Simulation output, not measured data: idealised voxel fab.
Presented below is a process module, voxel trench capacitor.
Each square cell in cross-section cut measures 5 nm, and the section as a whole is 285 nm wide.
Just so we're on the same page, the cross-sections are grids of square cells, and they're listed out in bands top to bottom, each band one or more rows deep. A band entry consists of two parts. The first gives the height of the band's top and the height of its bottom, in nm. The rest lists the band's materials from left to right, each with its width in nm. A single material labelled with the word "all across" fills the band from edge to edge, and the word "empty" marks empty space. Below 0: as-received wafer, all one material; heights counted from there. Lowest band: no bottom, goes on down, written "from 0 down". A two-number width, for instance "30 to 40", indicates that the width is equal to the first number in the top row of the band and to the second number in the bottom row, and that it changes by a constant amount per row of cells. Key: "same as before" - step with no changed cell in the cross-section. "Enclosed void inventory" means: voids of 8 cells or more that are shut off from the top with no open way through. Written width x height at distance, distance from the left edge, in nm. Text after the settings on a step's line: the simulator's own remark on that step. A step line may carry the setting "overlay nm", which, for steps involving a mask, states the distance by which the mask lay to the right of its intended position; negative values denote displacement to the left.

The planned process steps are enumerated hereunder
1) RECEIVE, material Si
2) CONFORMAL_DEP, material SiN, thk nm 5
3) DIRECTIONAL_DEP, material aC, thk nm 10
4) PATTERN, tone open, mask id TRENCH, material resist, width nm 25, pitch nm 40, thk nm 30, overlay nm 0
5) DIRECTIONAL_ETCH, etch materials aC, depth nm 10
6) STRIP, etch materials resist
7) DIRECTIONAL_ETCH, etch materials SiN, depth nm 5
8) DIRECTIONAL_ETCH, etch materials Si, depth nm 40
9) STRIP, etch materials aC
10) CONFORMAL_DEP, material Al2O3, thk nm 5
11) CONFORMAL_DEP, material TiN, thk nm 5
12) FILL_DEP, material W, thk nm 10
13) CMP, height nm 5

What follows covers the first of two wafers; it ran as planned

Cross-section, incoming material, after step 1
from 0 down: Si all across
Enclosed void inventory: none

Once step 2 is through, the wafer looks like this in cross-section
from 5 to 0: SiN all across
Below 0 it's all the same as before, nothing changed down there.

Once step 3 is through, the wafer looks like this in cross-section
from 15 to 5: aC all across
Below 5 it's all the same as before, nothing changed down there.

Once step 4 is through, the wafer looks like this in cross-section
from 45 to 15: 110 of resist | 25 of empty | 15 of resist | 25 of empty | 110 of resist
Below 15 it's all the same as before, nothing changed down there.

Once step 5 is through, the wafer looks like this in cross-section
from 35 to 15: 110 of resist | 25 of empty | 15 of resist | 25 of empty | 110 of resist
from 15 to 5: 110 of aC | 25 of empty | 15 of aC | 25 of empty | 110 of aC
Below 5 it's all the same as before, nothing changed down there.

Once step 6 is through, the wafer looks like this in cross-section
from 15 to 5: 110 of aC | 25 of empty | 15 of aC | 25 of empty | 110 of aC
Below 5 it's all the same as before, nothing changed down there.

Once step 7 is through, the wafer looks like this in cross-section
from 15 to 5: 110 of aC | 25 of empty | 15 of aC | 25 of empty | 110 of aC
from 5 to 0: 110 of SiN | 25 of empty | 15 of SiN | 25 of empty | 110 of SiN
Below 0 it's all the same as before, nothing changed down there.

Once step 8 is through, the wafer looks like this in cross-section
from 15 to 5: 110 of aC | 25 of empty | 15 of aC | 25 of empty | 110 of aC
from 5 to 0: 110 of SiN | 25 of empty | 15 of SiN | 25 of empty | 110 of SiN
from 0 to -40: 110 of Si | 25 of empty | 15 of Si | 25 of empty | 110 of Si
Below -40 it's all the same as before, nothing changed down there.

Once step 9 is through, the wafer looks like this in cross-section
from 5 to 0: 110 of SiN | 25 of empty | 15 of SiN | 25 of empty | 110 of SiN
Below 0 it's all the same as before, nothing changed down there.

Once step 10 is through, the wafer looks like this in cross-section
from 10 to 5: 115 of Al2O3 | 15 of empty | 25 of Al2O3 | 15 of empty | 115 of Al2O3
from 5 to 0: 110 of SiN | 5 of Al2O3 | 15 of empty | 5 of Al2O3 | 15 of SiN | 5 of Al2O3 | 15 of empty | 5 of Al2O3 | 110 of SiN
from 0 to -35: 110 of Si | 5 of Al2O3 | 15 of empty | 5 of Al2O3 | 15 of Si | 5 of Al2O3 | 15 of empty | 5 of Al2O3 | 110 of Si
from -35 to -40: 110 of Si | 25 of Al2O3 | 15 of Si | 25 of Al2O3 | 110 of Si
Below -40 it's all the same as before, nothing changed down there.

Once step 11 is through, the wafer looks like this in cross-section
from 15 to 10: 120 of TiN | 5 of empty | 35 of TiN | 5 of empty | 120 of TiN
from 10 to 5: 115 of Al2O3 | 5 of TiN | 5 of empty | 5 of TiN | 25 of Al2O3 | 5 of TiN | 5 of empty | 5 of TiN | 115 of Al2O3
from 5 to 0: 110 of SiN | 5 of Al2O3 | 5 of TiN | 5 of empty | 5 of TiN | 5 of Al2O3 | 15 of SiN | 5 of Al2O3 | 5 of TiN | 5 of empty | 5 of TiN | 5 of Al2O3 | 110 of SiN
from 0 to -30: 110 of Si | 5 of Al2O3 | 5 of TiN | 5 of empty | 5 of TiN | 5 of Al2O3 | 15 of Si | 5 of Al2O3 | 5 of TiN | 5 of empty | 5 of TiN | 5 of Al2O3 | 110 of Si
from -30 to -35: 110 of Si | 5 of Al2O3 | 15 of TiN | 5 of Al2O3 | 15 of Si | 5 of Al2O3 | 15 of TiN | 5 of Al2O3 | 110 of Si
Below -35 it's all the same as before, nothing changed down there.

Once step 12 is through, the wafer looks like this in cross-section
from 25 to 15: W all across
from 15 to 10: 120 of TiN | 5 of W | 35 of TiN | 5 of W | 120 of TiN
from 10 to 5: 115 of Al2O3 | 5 of TiN | 5 of W | 5 of TiN | 25 of Al2O3 | 5 of TiN | 5 of W | 5 of TiN | 115 of Al2O3
from 5 to 0: 110 of SiN | 5 of Al2O3 | 5 of TiN | 5 of W | 5 of TiN | 5 of Al2O3 | 15 of SiN | 5 of Al2O3 | 5 of TiN | 5 of W | 5 of TiN | 5 of Al2O3 | 110 of SiN
from 0 to -30: 110 of Si | 5 of Al2O3 | 5 of TiN | 5 of W | 5 of TiN | 5 of Al2O3 | 15 of Si | 5 of Al2O3 | 5 of TiN | 5 of W | 5 of TiN | 5 of Al2O3 | 110 of Si
Below -30 it's all the same as before, nothing changed down there.

Once step 13 is through, the wafer looks like this in cross-section
from 5 to 0: 110 of SiN | 5 of Al2O3 | 5 of TiN | 5 of W | 5 of TiN | 5 of Al2O3 | 15 of SiN | 5 of Al2O3 | 5 of TiN | 5 of W | 5 of TiN | 5 of Al2O3 | 110 of SiN
Below 0 it's all the same as before, nothing changed down there.

Wafer two of the pair: same origin, same plan, one error during the run; identical to wafer one up to and including step 3

Cross-section: second wafer, time at which step 4 was scheduled to end
from 45 to 15: 115 of resist | 20 of empty | 20 of resist | 20 of empty | 110 of resist
Below 15 it's all the same as before, nothing changed down there.

Cross-section: second wafer, time at which step 5 was scheduled to end
from 35 to 15: 115 of resist | 20 of empty | 20 of resist | 20 of empty | 110 of resist
from 15 to 5: 115 of aC | 20 of empty | 20 of aC | 20 of empty | 110 of aC
Below 5 it's all the same as before, nothing changed down there.

Cross-section: second wafer, time at which step 6 was scheduled to end
from 15 to 5: 115 of aC | 20 of empty | 20 of aC | 20 of empty | 110 of aC
Below 5 it's all the same as before, nothing changed down there.

Cross-section: second wafer, time at which step 7 was scheduled to end
from 15 to 5: 115 of aC | 20 of empty | 20 of aC | 20 of empty | 110 of aC
from 5 to 0: 115 of SiN | 20 of empty | 20 of SiN | 20 of empty | 110 of SiN
Below 0 it's all the same as before, nothing changed down there.

Cross-section: second wafer, time at which step 8 was scheduled to end
from 15 to 5: 115 of aC | 20 of empty | 20 of aC | 20 of empty | 110 of aC
from 5 to 0: 115 of SiN | 20 of empty | 20 of SiN | 20 of empty | 110 of SiN
from 0 to -40: 115 of Si | 20 of empty | 20 of Si | 20 of empty | 110 of Si
Below -40 it's all the same as before, nothing changed down there.

Cross-section: second wafer, time at which step 9 was scheduled to end
from 5 to 0: 115 of SiN | 20 of empty | 20 of SiN | 20 of empty | 110 of SiN
Below 0 it's all the same as before, nothing changed down there.

Cross-section: second wafer, time at which step 10 was scheduled to end
from 10 to 5: 120 of Al2O3 | 10 of empty | 30 of Al2O3 | 10 of empty | 115 of Al2O3
from 5 to 0: 115 of SiN | 5 of Al2O3 | 10 of empty | 5 of Al2O3 | 20 of SiN | 5 of Al2O3 | 10 of empty | 5 of Al2O3 | 110 of SiN
from 0 to -35: 115 of Si | 5 of Al2O3 | 10 of empty | 5 of Al2O3 | 20 of Si | 5 of Al2O3 | 10 of empty | 5 of Al2O3 | 110 of Si
from -35 to -40: 115 of Si | 20 of Al2O3 | 20 of Si | 20 of Al2O3 | 110 of Si
Below -40 it's all the same as before, nothing changed down there.

Cross-section: second wafer, time at which step 11 was scheduled to end
from 15 to 10: TiN all across
from 10 to 5: 120 of Al2O3 | 10 of TiN | 30 of Al2O3 | 10 of TiN | 115 of Al2O3
from 5 to 0: 115 of SiN | 5 of Al2O3 | 10 of TiN | 5 of Al2O3 | 20 of SiN | 5 of Al2O3 | 10 of TiN | 5 of Al2O3 | 110 of SiN
from 0 to -35: 115 of Si | 5 of Al2O3 | 10 of TiN | 5 of Al2O3 | 20 of Si | 5 of Al2O3 | 10 of TiN | 5 of Al2O3 | 110 of Si
Below -35 it's all the same as before, nothing changed down there.

Cross-section: second wafer, time at which step 12 was scheduled to end
from 25 to 15: W all across
Below 15 it's all the same as before, nothing changed down there.

Cross-section: second wafer, time at which step 13 was scheduled to end
from 5 to 0: 115 of SiN | 5 of Al2O3 | 10 of TiN | 5 of Al2O3 | 20 of SiN | 5 of Al2O3 | 10 of TiN | 5 of Al2O3 | 110 of SiN
Below 0 it's all the same as before, nothing changed down there.
So what did we get wrong on this run? contrary to plan, step 4 was performed as PATTERN, tone open, mask id TRENCH, material resist, width nm 20, pitch nm 40, thk nm 30, overlay nm 0
Counted in cells at the end, the second wafer holds more or fewer of these materials than the first: Al2O3: 2 fewer, Si: 16 more, SiN: 2 more, TiN: 2 fewer, W: 14 fewer
